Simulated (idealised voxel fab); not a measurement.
The process module presented herein is designated voxel plated lines.
Displayed cross-section: cut, width of 180 nm, square cells sized 5 nm.
In what follows, cross-sections appear as grids of square cells, described through bands that run from the top down, where every band is one or more rows of cells.
Each band's line starts with the height of the band's top and of its bottom, in nm. Then come its materials from left to right, each with its width in nm. One material with "everywhere" fills the band from edge to edge. "blank" is empty space.
A quick word on heights: they are counted from 0, and under that level the wafer as it came to us is one material throughout. The lowest band is different from the rest in having no bottom; it simply continues downward, written as in "0..down".
When a width is written as two numbers, as in "30..40", the first number is the width in the top row of cells of the band and the second is the width in its bottom row, and the width changes by the same amount from each row to the next.
"identical to before" for a step: no cell of the cross-section changed in that step.
Voids not open to the top, 8 cells minimum: see "Cavities, closed". Written width x height at distance; distance is from the left edge; nm.
The remark found on a step's line after its settings is issued by the simulator itself and pertains to that step.
overlay nm: how far to the right of its planned place the mask lay on this masked step (negative: to the left).
Planned step list for the process
1) RECEIVE with material Si
2) CONFORMAL_DEP with material Al2O3, thk nm 5
3) DIRECTIONAL_DEP with material TiN, thk nm 5
4) PATTERN with tone open, mask id LINES, material resist, width nm 15, pitch nm 35, thk nm 40, overlay nm 0
5) EPI with material Ru, thk nm 10
6) EPI with material Ru, thk nm 5
7) EPI with material Ru, thk nm 5
8) STRIP with etch materials resist
9) DIRECTIONAL_ETCH with etch materials TiN, depth nm 5
10) CONFORMAL_DEP with material SiCN, thk nm 10
Cross-section, incoming material, after step 1
* 0..down  Si everywhere
* Cavities, closed: none
As-planned run: cross-section of the first of two wafers at end of module
* 40..30  blank (55) / SiCN (70) / blank (55)
* 30..15  blank (55) / SiCN (10) / Ru (15) / SiCN (20) / Ru (15) / SiCN (10) / blank (55)
* 15..10  SiCN (65) / Ru (15) / SiCN (20) / Ru (15) / SiCN (65)
* 10..5  SiCN (65) / TiN (15) / SiCN (20) / TiN (15) / SiCN (65)
* 5..0  Al2O3 everywhere
* 0..down  Si everywhere
* Cavities, closed: none
So this is wafer number two of the two, cut at the end of the module - it started where the first did and had the same plan, we just got one thing wrong running it
* 50..40  blank (55) / SiCN (70) / blank (55)
* 40..15  blank (55) / SiCN (10) / Ru (15) / SiCN (20) / Ru (15) / SiCN (10) / blank (55)
* 15..10  SiCN (65) / Ru (15) / SiCN (20) / Ru (15) / SiCN (65)
* 10..5  SiCN (65) / TiN (15) / SiCN (20) / TiN (15) / SiCN (65)
* 5..0  Al2O3 everywhere
* 0..down  Si everywhere
* Cavities, closed: none
Plan not followed: plan step 5 was twice executed
The final cell counts differ between the wafers, with the second having more or fewer of some materials than the first: 12 more of Ru | 16 more of SiCN
